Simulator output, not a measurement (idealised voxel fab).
The process module presented herein is designated voxel capacitor over wiring.
We display cut, a cross-section 300 nm in width whose square cells are each 5 nm.
This document writes a cross-section as a grid whose cells are square, and gives it as bands, listed from the top down; one or more rows of cells form a band.
Heads up on the band format: heights come first, top then bottom, in nm. After that it's the materials left to right, each with its width in nm. A single material flagged "throughout" fills the whole band edge to edge, and "empty" means there's empty space there.
Heights are reckoned from 0. Under this level, the received wafer is all of one material. The bottommost band is open-ended downward, for example "top 0, no bottom".
You'd read "30->40" like this: the band's top row of cells is as wide as the first number, its bottom row is as wide as the second, and going down, every row changes width by the same amount as the row before did.
Where a step carries "remained unchanged", the cross-section came out of it unchanged, cell for cell.
In "Closed cavity list" the enclosed voids are listed, meaning empty spaces of 8 cells or larger without any opening to the top. The form is width x height at distance, distance from the left edge, units nm.
Text after the settings on a step's line: the simulator's own remark on that step.
The optional step-line setting "overlay nm" applies to steps with a mask and quantifies how far to the right of its planned location the mask lay, a negative value indicating leftward placement.

Here's what the planned process steps look like
1 RECEIVE with material Si
2 CONFORMAL_DEP with material SiO2, thk nm 15
3 DIRECTIONAL_DEP with material TiN, thk nm 5
4 DIRECTIONAL_DEP with material Ru, thk nm 20
5 DIRECTIONAL_DEP with material aC, thk nm 15
6 PATTERN with tone cover, mask id METAL_1, material resist, width nm 25, pitch nm 90, thk nm 35, overlay nm 0
7 DIRECTIONAL_ETCH with etch materials aC, depth nm 15
8 STRIP with etch materials resist
9 DIRECTIONAL_ETCH with etch materials Ru, depth nm 20
10 DIRECTIONAL_ETCH with etch materials TiN, depth nm 5
11 STRIP with etch materials aC
12 FILL_DEP with material lowk, thk nm 10
13 CMP with height nm 40
14 CONFORMAL_DEP with material SiCN, thk nm 5
15 DIRECTIONAL_DEP with material lowk, thk nm 20
16 PATTERN with tone open, mask id PLUG_1, material resist, width nm 15, thk nm 20, overlay nm 0
17 DIRECTIONAL_ETCH with etch materials lowk, depth nm 20
18 DIRECTIONAL_ETCH with etch materials SiCN, depth nm 5
19 STRIP with etch materials resist
20 CONFORMAL_DEP with material TiN, thk nm 5
21 FILL_DEP with material W, thk nm 10
22 CMP with height nm 65
23 DIRECTIONAL_DEP with material TiN, thk nm 5
24 DIRECTIONAL_DEP with material Al2O3, thk nm 5
25 DIRECTIONAL_DEP with material TiN, thk nm 10
26 DIRECTIONAL_DEP with material aC, thk nm 15
27 PATTERN with tone cover, mask id UPPER_PLATE, material resist, width nm 70, thk nm 30, overlay nm 0
28 DIRECTIONAL_ETCH with etch materials aC, depth nm 15
29 STRIP with etch materials resist
30 DIRECTIONAL_ETCH with etch materials TiN, depth nm 10
31 DIRECTIONAL_ETCH with etch materials Al2O3, depth nm 5
32 STRIP with etch materials aC
33 MASKED_ETCH with tone cover, mask id LOWER_PLATE, width nm 80, etch materials TiN, depth nm 5, overlay nm 0
34 FILL_DEP with material SiO2, thk nm 20
35 CMP with height nm 100
36 PATTERN with tone open, mask id PLUG_2, material resist, width nm 15, thk nm 20, overlay nm 0
37 DIRECTIONAL_ETCH with etch materials SiO2, depth nm 15
38 STRIP with etch materials resist
39 CONFORMAL_DEP with material TiN, thk nm 5
40 FILL_DEP with material Ru, thk nm 5
41 CMP with height nm 100
42 CONFORMAL_DEP with material SiN, thk nm 5

Account of the first of two wafers, which was processed as intended

Cross-section of the incoming wafer, state after step 1
  top 0, no bottom: Si throughout
  Closed cavity list: none

Cross-sectional representation of the wafer at the conclusion of step 2
  top 15, bottom 0: SiO2 throughout
  Under 0: no change, same as before.

Cross-sectional representation of the wafer at the conclusion of step 3
  top 20, bottom 15: TiN throughout
  Under 15: no change, same as before.

Cross-sectional representation of the wafer at the conclusion of step 4
  top 40, bottom 20: Ru throughout
  Under 20: no change, same as before.

Cross-sectional representation of the wafer at the conclusion of step 5
  top 55, bottom 40: aC throughout
  Under 40: no change, same as before.

Cross-sectional representation of the wafer at the conclusion of step 6
  top 90, bottom 55: empty 90, then resist 25, then empty 65, then resist 25, then empty 95
  Under 55: no change, same as before.

Cross-sectional representation of the wafer at the conclusion of step 7
  top 75, bottom 55: empty 90, then resist 25, then empty 65, then resist 25, then empty 95
  top 55, bottom 40: empty 90, then aC 25, then empty 65, then aC 25, then empty 95
  Under 40: no change, same as before.

Cross-sectional representation of the wafer at the conclusion of step 8
  top 55, bottom 40: empty 90, then aC 25, then empty 65, then aC 25, then empty 95
  Under 40: no change, same as before.

Cross-sectional representation of the wafer at the conclusion of step 9
  top 55, bottom 40: empty 90, then aC 25, then empty 65, then aC 25, then empty 95
  top 40, bottom 20: empty 90, then Ru 25, then empty 65, then Ru 25, then empty 95
  Under 20: no change, same as before.

Cross-sectional representation of the wafer at the conclusion of step 10
  top 55, bottom 40: empty 90, then aC 25, then empty 65, then aC 25, then empty 95
  top 40, bottom 20: empty 90, then Ru 25, then empty 65, then Ru 25, then empty 95
  top 20, bottom 15: empty 90, then TiN 25, then empty 65, then TiN 25, then empty 95
  Under 15: no change, same as before.

Cross-sectional representation of the wafer at the conclusion of step 11
  top 40, bottom 20: empty 90, then Ru 25, then empty 65, then Ru 25, then empty 95
  Under 20: no change, same as before.

Cross-sectional representation of the wafer at the conclusion of step 12
  top 50, bottom 40: lowk throughout
  top 40, bottom 20: lowk 90, then Ru 25, then lowk 65, then Ru 25, then lowk 95
  top 20, bottom 15: lowk 90, then TiN 25, then lowk 65, then TiN 25, then lowk 95
  Under 15: no change, same as before.

Cross-sectional representation of the wafer at the conclusion of step 13
  top 40, bottom 20: lowk 90, then Ru 25, then lowk 65, then Ru 25, then lowk 95
  Under 20: no change, same as before.

Cross-sectional representation of the wafer at the conclusion of step 14
  top 45, bottom 40: SiCN throughout
  Under 40: no change, same as before.

Cross-sectional representation of the wafer at the conclusion of step 15
  top 65, bottom 45: lowk throughout
  Under 45: no change, same as before.

Cross-sectional representation of the wafer at the conclusion of step 16
  top 85, bottom 65: resist 100, then empty 15, then resist 185
  Under 65: no change, same as before.

Cross-sectional representation of the wafer at the conclusion of step 17
  top 85, bottom 65: resist 100, then empty 15, then resist 185
  top 65, bottom 45: lowk 100, then empty 15, then lowk 185
  Under 45: no change, same as before.

Cross-sectional representation of the wafer at the conclusion of step 18
  top 85, bottom 65: resist 100, then empty 15, then resist 185
  top 65, bottom 45: lowk 100, then empty 15, then lowk 185
  top 45, bottom 40: SiCN 100, then empty 15, then SiCN 185
  Under 40: no change, same as before.

Cross-sectional representation of the wafer at the conclusion of step 19
  top 65, bottom 45: lowk 100, then empty 15, then lowk 185
  Under 45: no change, same as before.

Cross-sectional representation of the wafer at the conclusion of step 20
  top 70, bottom 65: TiN 105, then empty 5, then TiN 190
  top 65, bottom 45: lowk 100, then TiN 5, then empty 5, then TiN 5, then lowk 185
  top 45, bottom 40: SiCN 100, then TiN 15, then SiCN 185
  Under 40: no change, same as before.

Cross-sectional representation of the wafer at the conclusion of step 21
  top 80, bottom 70: W throughout
  top 70, bottom 65: TiN 105, then W 5, then TiN 190
  top 65, bottom 45: lowk 100, then TiN 5, then W 5, then TiN 5, then lowk 185
  Under 45: no change, same as before.

Cross-sectional representation of the wafer at the conclusion of step 22
  top 65, bottom 45: lowk 100, then TiN 5, then W 5, then TiN 5, then lowk 185
  Under 45: no change, same as before.

Cross-sectional representation of the wafer at the conclusion of step 23
  top 70, bottom 65: TiN throughout
  Under 65: no change, same as before.

Cross-sectional representation of the wafer at the conclusion of step 24
  top 75, bottom 70: Al2O3 throughout
  Under 70: no change, same as before.

Cross-sectional representation of the wafer at the conclusion of step 25
  top 85, bottom 75: TiN throughout
  Under 75: no change, same as before.

Cross-sectional representation of the wafer at the conclusion of step 26
  top 100, bottom 85: aC throughout
  Under 85: no change, same as before.

Cross-sectional representation of the wafer at the conclusion of step 27
  top 130, bottom 100: empty 100, then resist 70, then empty 130
  Under 100: no change, same as before.

Cross-sectional representation of the wafer at the conclusion of step 28
  top 115, bottom 100: empty 100, then resist 70, then empty 130
  top 100, bottom 85: empty 100, then aC 70, then empty 130
  Under 85: no change, same as before.

Cross-sectional representation of the wafer at the conclusion of step 29
  top 100, bottom 85: empty 100, then aC 70, then empty 130
  Under 85: no change, same as before.

Cross-sectional representation of the wafer at the conclusion of step 30
  top 100, bottom 85: empty 100, then aC 70, then empty 130
  top 85, bottom 75: empty 100, then TiN 70, then empty 130
  Under 75: no change, same as before.

Cross-sectional representation of the wafer at the conclusion of step 31
  top 100, bottom 85: empty 100, then aC 70, then empty 130
  top 85, bottom 75: empty 100, then TiN 70, then empty 130
  top 75, bottom 70: empty 100, then Al2O3 70, then empty 130
  Under 70: no change, same as before.

Cross-sectional representation of the wafer at the conclusion of step 32
  top 85, bottom 75: empty 100, then TiN 70, then empty 130
  Under 75: no change, same as before.

Cross-sectional representation of the wafer at the conclusion of step 33
  top 85, bottom 75: empty 100, then TiN 70, then empty 130
  top 75, bottom 70: empty 100, then Al2O3 70, then empty 130
  top 70, bottom 65: empty 95, then TiN 80, then empty 125
  Under 65: no change, same as before.

Cross-sectional representation of the wafer at the conclusion of step 34
  top 105, bottom 85: SiO2 throughout
  top 85, bottom 75: SiO2 100, then TiN 70, then SiO2 130
  top 75, bottom 70: SiO2 100, then Al2O3 70, then SiO2 130
  top 70, bottom 65: SiO2 95, then TiN 80, then SiO2 125
  Under 65: no change, same as before.

Cross-sectional representation of the wafer at the conclusion of step 35
  top 100, bottom 85: SiO2 throughout
  Under 85: no change, same as before.

Cross-sectional representation of the wafer at the conclusion of step 36
  top 120, bottom 100: resist 110, then empty 15, then resist 175
  Under 100: no change, same as before.

Cross-sectional representation of the wafer at the conclusion of step 37
  top 120, bottom 100: resist 110, then empty 15, then resist 175
  top 100, bottom 85: SiO2 110, then empty 15, then SiO2 175
  Under 85: no change, same as before.

Cross-sectional representation of the wafer at the conclusion of step 38
  top 100, bottom 85: SiO2 110, then empty 15, then SiO2 175
  Under 85: no change, same as before.

Cross-sectional representation of the wafer at the conclusion of step 39
  top 105, bottom 100: TiN 115, then empty 5, then TiN 180
  top 100, bottom 90: SiO2 110, then TiN 5, then empty 5, then TiN 5, then SiO2 175
  top 90, bottom 85: SiO2 110, then TiN 15, then SiO2 175
  Under 85: no change, same as before.

Cross-sectional representation of the wafer at the conclusion of step 40
  top 110, bottom 105: Ru throughout
  top 105, bottom 100: TiN 115, then Ru 5, then TiN 180
  top 100, bottom 90: SiO2 110, then TiN 5, then Ru 5, then TiN 5, then SiO2 175
  Under 90: no change, same as before.

Cross-sectional representation of the wafer at the conclusion of step 41
  top 100, bottom 90: SiO2 110, then TiN 5, then Ru 5, then TiN 5, then SiO2 175
  Under 90: no change, same as before.

Cross-sectional representation of the wafer at the conclusion of step 42
  top 105, bottom 100: SiN throughout
  Under 100: no change, same as before.

Now the other wafer: same start, same recipe, but we messed up one thing when running it. Up to and including step 1 it's the same as the first one

Cross-section of the second wafer at the time step 2 of the plan should have ended
  top 5, bottom 0: TiN throughout
  Under 0: no change, same as before.

Cross-section of the second wafer at the time step 3 of the plan should have ended
  top 20, bottom 5: SiO2 throughout
  Under 5: no change, same as before.

Cross-section of the second wafer at the time step 4 of the plan should have ended
  top 40, bottom 20: Ru throughout
  Under 20: no change, same as before.

Cross-section of the second wafer at the time step 5 of the plan should have ended
  top 55, bottom 40: aC throughout
  Under 40: no change, same as before.

Cross-section of the second wafer at the time step 6 of the plan should have ended
  top 90, bottom 55: empty 90, then resist 25, then empty 65, then resist 25, then empty 95
  Under 55: no change, same as before.

Cross-section of the second wafer at the time step 7 of the plan should have ended
  top 75, bottom 55: empty 90, then resist 25, then empty 65, then resist 25, then empty 95
  top 55, bottom 40: empty 90, then aC 25, then empty 65, then aC 25, then empty 95
  Under 40: no change, same as before.

Cross-section of the second wafer at the time step 8 of the plan should have ended
  top 55, bottom 40: empty 90, then aC 25, then empty 65, then aC 25, then empty 95
  Under 40: no change, same as before.

Cross-section of the second wafer at the time step 9 of the plan should have ended
  top 55, bottom 40: empty 90, then aC 25, then empty 65, then aC 25, then empty 95
  top 40, bottom 20: empty 90, then Ru 25, then empty 65, then Ru 25, then empty 95
  Under 20: no change, same as before.

Cross-section of the second wafer at the time step 10 of the plan should have ended: remained unchanged

Cross-section of the second wafer at the time step 11 of the plan should have ended
  top 40, bottom 20: empty 90, then Ru 25, then empty 65, then Ru 25, then empty 95
  Under 20: no change, same as before.

Cross-section of the second wafer at the time step 12 of the plan should have ended
  top 50, bottom 40: lowk throughout
  top 40, bottom 20: lowk 90, then Ru 25, then lowk 65, then Ru 25, then lowk 95
  Under 20: no change, same as before.

Cross-section of the second wafer at the time step 13 of the plan should have ended
  top 40, bottom 20: lowk 90, then Ru 25, then lowk 65, then Ru 25, then lowk 95
  Under 20: no change, same as before.

Cross-section of the second wafer at the time step 14 of the plan should have ended
  top 45, bottom 40: SiCN throughout
  Under 40: no change, same as before.

Cross-section of the second wafer at the time step 15 of the plan should have ended
  top 65, bottom 45: lowk throughout
  Under 45: no change, same as before.

Cross-section of the second wafer at the time step 16 of the plan should have ended
  top 85, bottom 65: resist 100, then empty 15, then resist 185
  Under 65: no change, same as before.

Cross-section of the second wafer at the time step 17 of the plan should have ended
  top 85, bottom 65: resist 100, then empty 15, then resist 185
  top 65, bottom 45: lowk 100, then empty 15, then lowk 185
  Under 45: no change, same as before.

Cross-section of the second wafer at the time step 18 of the plan should have ended
  top 85, bottom 65: resist 100, then empty 15, then resist 185
  top 65, bottom 45: lowk 100, then empty 15, then lowk 185
  top 45, bottom 40: SiCN 100, then empty 15, then SiCN 185
  Under 40: no change, same as before.

Cross-section of the second wafer at the time step 19 of the plan should have ended
  top 65, bottom 45: lowk 100, then empty 15, then lowk 185
  Under 45: no change, same as before.

Cross-section of the second wafer at the time step 20 of the plan should have ended
  top 70, bottom 65: TiN 105, then empty 5, then TiN 190
  top 65, bottom 45: lowk 100, then TiN 5, then empty 5, then TiN 5, then lowk 185
  top 45, bottom 40: SiCN 100, then TiN 15, then SiCN 185
  Under 40: no change, same as before.

Cross-section of the second wafer at the time step 21 of the plan should have ended
  top 80, bottom 70: W throughout
  top 70, bottom 65: TiN 105, then W 5, then TiN 190
  top 65, bottom 45: lowk 100, then TiN 5, then W 5, then TiN 5, then lowk 185
  Under 45: no change, same as before.

Cross-section of the second wafer at the time step 22 of the plan should have ended
  top 65, bottom 45: lowk 100, then TiN 5, then W 5, then TiN 5, then lowk 185
  Under 45: no change, same as before.

Cross-section of the second wafer at the time step 23 of the plan should have ended
  top 70, bottom 65: TiN throughout
  Under 65: no change, same as before.

Cross-section of the second wafer at the time step 24 of the plan should have ended
  top 75, bottom 70: Al2O3 throughout
  Under 70: no change, same as before.

Cross-section of the second wafer at the time step 25 of the plan should have ended
  top 85, bottom 75: TiN throughout
  Under 75: no change, same as before.

Cross-section of the second wafer at the time step 26 of the plan should have ended
  top 100, bottom 85: aC throughout
  Under 85: no change, same as before.

Cross-section of the second wafer at the time step 27 of the plan should have ended
  top 130, bottom 100: empty 100, then resist 70, then empty 130
  Under 100: no change, same as before.

Cross-section of the second wafer at the time step 28 of the plan should have ended
  top 115, bottom 100: empty 100, then resist 70, then empty 130
  top 100, bottom 85: empty 100, then aC 70, then empty 130
  Under 85: no change, same as before.

Cross-section of the second wafer at the time step 29 of the plan should have ended
  top 100, bottom 85: empty 100, then aC 70, then empty 130
  Under 85: no change, same as before.

Cross-section of the second wafer at the time step 30 of the plan should have ended
  top 100, bottom 85: empty 100, then aC 70, then empty 130
  top 85, bottom 75: empty 100, then TiN 70, then empty 130
  Under 75: no change, same as before.

Cross-section of the second wafer at the time step 31 of the plan should have ended
  top 100, bottom 85: empty 100, then aC 70, then empty 130
  top 85, bottom 75: empty 100, then TiN 70, then empty 130
  top 75, bottom 70: empty 100, then Al2O3 70, then empty 130
  Under 70: no change, same as before.

Cross-section of the second wafer at the time step 32 of the plan should have ended
  top 85, bottom 75: empty 100, then TiN 70, then empty 130
  Under 75: no change, same as before.

Cross-section of the second wafer at the time step 33 of the plan should have ended
  top 85, bottom 75: empty 100, then TiN 70, then empty 130
  top 75, bottom 70: empty 100, then Al2O3 70, then empty 130
  top 70, bottom 65: empty 95, then TiN 80, then empty 125
  Under 65: no change, same as before.

Cross-section of the second wafer at the time step 34 of the plan should have ended
  top 105, bottom 85: SiO2 throughout
  top 85, bottom 75: SiO2 100, then TiN 70, then SiO2 130
  top 75, bottom 70: SiO2 100, then Al2O3 70, then SiO2 130
  top 70, bottom 65: SiO2 95, then TiN 80, then SiO2 125
  Under 65: no change, same as before.

Cross-section of the second wafer at the time step 35 of the plan should have ended
  top 100, bottom 85: SiO2 throughout
  Under 85: no change, same as before.

Cross-section of the second wafer at the time step 36 of the plan should have ended
  top 120, bottom 100: resist 110, then empty 15, then resist 175
  Under 100: no change, same as before.

Cross-section of the second wafer at the time step 37 of the plan should have ended
  top 120, bottom 100: resist 110, then empty 15, then resist 175
  top 100, bottom 85: SiO2 110, then empty 15, then SiO2 175
  Under 85: no change, same as before.

Cross-section of the second wafer at the time step 38 of the plan should have ended
  top 100, bottom 85: SiO2 110, then empty 15, then SiO2 175
  Under 85: no change, same as before.

Cross-section of the second wafer at the time step 39 of the plan should have ended
  top 105, bottom 100: TiN 115, then empty 5, then TiN 180
  top 100, bottom 90: SiO2 110, then TiN 5, then empty 5, then TiN 5, then SiO2 175
  top 90, bottom 85: SiO2 110, then TiN 15, then SiO2 175
  Under 85: no change, same as before.

Cross-section of the second wafer at the time step 40 of the plan should have ended
  top 110, bottom 105: Ru throughout
  top 105, bottom 100: TiN 115, then Ru 5, then TiN 180
  top 100, bottom 90: SiO2 110, then TiN 5, then Ru 5, then TiN 5, then SiO2 175
  Under 90: no change, same as before.

Cross-section of the second wafer at the time step 41 of the plan should have ended
  top 100, bottom 90: SiO2 110, then TiN 5, then Ru 5, then TiN 5, then SiO2 175
  Under 90: no change, same as before.

Cross-section of the second wafer at the time step 42 of the plan should have ended
  top 105, bottom 100: SiN throughout
  Under 100: no change, same as before.
Deviation from plan: mixed up steps 2 and 3 - ran each in the other's place
It is noted that, at the conclusion of processing, the second wafer exhibits a higher or lower cell count for certain materials relative to the first: +50 TiN, -50 lowk
